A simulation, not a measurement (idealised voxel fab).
Process module, titled voxel fin reveal
Cross-section cut spans 220 nm and uses square cells 5 nm in size.
Square cells in a grid make up a cross-section in this document, and the grid is given as bands, listed from the top down, each one or more rows of cells. In this notation a band is specified by the heights of its top and bottom, in that order and in nm, after which its materials appear from left to right, each paired with its width in nm. The word "everywhere" attached to a single material means that material fills the band from edge to edge; the word "empty" stands for empty space. Height is counted from the level 0, under which the received wafer is composed throughout of one material. The lowest of the bands is not closed at the bottom but continues downward, in the notation "top 0, no bottom". Width: "30..40" (first number = top row, second number = bottom row, same change from row to row of cells). Reading "no modifications" for a step: not a cell of the cross-section changed in it. Entry "Unvented voids". Content: empty spaces with no open connection to the top, size 8 cells or greater. Each: width x height at distance. Distance: from left edge. Unit: nm. Read whatever lies past the settings on a step's line as the simulator's own remark about the step. overlay nm, on a step with a mask: how far to the right of its planned place the mask lay; to the left if negative.

The planned process steps are enumerated hereunder
1,RECEIVE, material Si
2,CONFORMAL_DEP, material SiN, thk nm 10
3,PATTERN, tone cover, mask id FINS, material resist, width nm 15, pitch nm 35, thk nm 20, overlay nm 0
4,DIRECTIONAL_ETCH, etch materials SiN, depth nm 10
5,DIRECTIONAL_ETCH, etch materials Si, depth nm 30
6,STRIP, etch materials resist
7,FILL_DEP, material SiO2, thk nm 15
8,CMP, height nm 10
9,SELECTIVE_ETCH, etch materials SiO2, depth nm 25
10,STRIP, etch materials SiN

Step 1 complete: cross-section of the wafer as received
top 0, no bottom: Si everywhere
Unvented voids: none

What the wafer looks like in cross-section after this module, when it starts as shown above and follows the plan above but one mistake is made in running it
top 0, bottom -15: empty: 85  Si: 20  empty: 15  Si: 20  empty: 80
top -15, bottom -30: SiO2: 85  Si: 20  SiO2: 15  Si: 20  SiO2: 80
top -30, no bottom: Si everywhere
Unvented voids: none
Heads up, the wafer didn't run the way we planned it: off-plan run, step 3, actual operation and settings PATTERN, tone cover, mask id FINS, material resist, width nm 20, pitch nm 35, thk nm 20, overlay nm 0
